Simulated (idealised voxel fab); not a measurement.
process module | voxel transistor to metal
cross-section cut | 185 nm wide | cells 5 nm
A cross-section is a grid of square cells, given in bands from the top down. A band is one or more rows of cells.
Each band's line starts with the height of the band's top and of its bottom, in nm. Then come its materials from left to right, each with its width in nm. One material with "throughout" fills the band from edge to edge. "air" is empty space.
Height 0 is the level under which the wafer as received is all one material. The lowest band goes on downwards, as in "0 down".
A width such as "30 to 40" changes by the same amount from each row of cells to the next, from the band's top row to its bottom row.
"no change" after a step means that no cell of the cross-section changed.
closed voids: empty space of 8 cells or more with no open way to the top, each as width x height at its distance from the left edge, in nm
after a step's settings: what the simulator itself notes on the step
overlay nm, on a step with a mask: how far to the right of its planned place the mask lay; to the left if negative
plan
1 op RECEIVE | material Si
2 op CONFORMAL_DEP | material SiO2 | thk nm 5
3 op CONFORMAL_DEP | material SiN | thk nm 15
4 op DIRECTIONAL_DEP | material aC | thk nm 15
5 op PATTERN | tone cover | mask id ACTIVE | material resist | width nm 95 | thk nm 30 | overlay nm 0
6 op DIRECTIONAL_ETCH | etch materials aC | depth nm 15
7 op STRIP | etch materials resist
8 op DIRECTIONAL_ETCH | etch materials SiN | depth nm 15
9 op DIRECTIONAL_ETCH | etch materials SiO2 | depth nm 5
10 op DIRECTIONAL_ETCH | etch materials Si | depth nm 35
11 op STRIP | etch materials aC
12 op OXIDIZE | depth nm 5
13 op FILL_DEP | material SiO2 | thk nm 10
14 op CMP | height nm 20
15 op SELECTIVE_ETCH | etch materials SiO2 | depth nm 15
16 op STRIP | etch materials SiN
17 op SELECTIVE_ETCH | etch materials SiO2 | depth nm 5
18 op OXIDIZE | depth nm 5
19 op DIRECTIONAL_DEP | material polySi | thk nm 20
20 op DIRECTIONAL_DEP | material SiCN | thk nm 10
21 op MASKED_ETCH | tone cover | mask id GATE | width nm 25 | etch materials SiCN | depth nm 20 | overlay nm 0
22 op MASKED_ETCH | tone cover | mask id GATE | width nm 25 | etch materials polySi | depth nm 30 | overlay nm 0
23 op CONFORMAL_DEP | material SiN | thk nm 5
24 op DIRECTIONAL_ETCH | etch materials SiN | depth nm 5
25 op DIRECTIONAL_ETCH | etch materials SiO2 | depth nm 5
26 op DIRECTIONAL_ETCH | etch materials Si | depth nm 10
27 op EPI | material SiGe | thk nm 10
28 op FILL_DEP | material SiO2 | thk nm 10
29 op CMP | height nm 20
30 op STRIP | etch materials polySi
31 op SELECTIVE_ETCH | etch materials SiO2 | depth nm 5
32 op CONFORMAL_DEP | material HfO2 | thk nm 5
33 op CONFORMAL_DEP | material TiN | thk nm 5
34 op FILL_DEP | material W | thk nm 10
35 op CMP | height nm 15
36 op DIRECTIONAL_DEP | material SiO2 | thk nm 15
37 op DIRECTIONAL_DEP | material aC | thk nm 15
38 op PATTERN | tone open | mask id CONTACT | material resist | width nm 15 | pitch nm 70 | thk nm 35 | overlay nm 0
39 op DIRECTIONAL_ETCH | etch materials aC | depth nm 15
40 op STRIP | etch materials resist
41 op DIRECTIONAL_ETCH | etch materials SiO2 | depth nm 35
42 op STRIP | etch materials aC
43 op CONFORMAL_DEP | material TiN | thk nm 5
44 op FILL_DEP | material W | thk nm 10
45 op CMP | height nm 30
46 op DIRECTIONAL_DEP | material TiN | thk nm 5
47 op DIRECTIONAL_DEP | material W | thk nm 25
48 op MASKED_ETCH | tone cover | mask id METAL_1 | width nm 15 | pitch nm 70 | etch materials W | depth nm 25 | overlay nm 0
49 op MASKED_ETCH | tone cover | mask id METAL_1 | width nm 15 | pitch nm 70 | etch materials TiN | depth nm 5 | overlay nm 0
50 op CONFORMAL_DEP | material SiN | thk nm 5
51 op FILL_DEP | material SiO2 | thk nm 10
52 op CMP | height nm 60
53 op CONFORMAL_DEP | material SiCN | thk nm 5
as received, after step 1
  0 down: Si throughout
  closed voids: none
a wafer at the end: this start, this plan, one mistake
  65 to 60: SiCN throughout
  60 to 35: SiO2 45 | SiN 5 | W 15 | SiN 5 | SiO2 45 | SiN 5 | W 15 | SiN 5 | SiO2 45
  35 to 30: SiN 50 | TiN 15 | SiN 55 | TiN 15 | SiN 50
  30 to 15: SiO2 50 | TiN 5 | W 5 | TiN 5 | SiO2 55 | TiN 5 | W 5 | TiN 5 | SiO2 50
  15 to 5: SiO2 50 | TiN 5 | W 5 | TiN 5 | SiO2 10 | SiN 5 | SiO2 5 | TiN 5 | W 5 | TiN 5 | SiO2 5 | SiN 5 | SiO2 10 | TiN 5 | W 5 | TiN 5 | SiO2 50
  5 to 0: SiO2 50 | TiN 5 | W 5 | TiN 5 | SiGe 10 | SiN 5 | SiO2 5 | TiN 15 | SiO2 5 | SiN 5 | SiGe 10 | TiN 5 | W 5 | TiN 5 | SiO2 50
  0 to -5: SiO2 50 | TiN 15 | SiGe 10 | SiO2 35 | SiGe 10 | TiN 15 | SiO2 50
  -5 to -15: SiO2 50 | SiGe 25 | Si 35 | SiGe 25 | SiO2 50
  -15 to -40: SiO2 50 | Si 85 | SiO2 50
  -40 down: Si throughout
  closed voids: none
what went wrong: step 32 ran as: op CONFORMAL_DEP | material SiO2 | thk nm 5
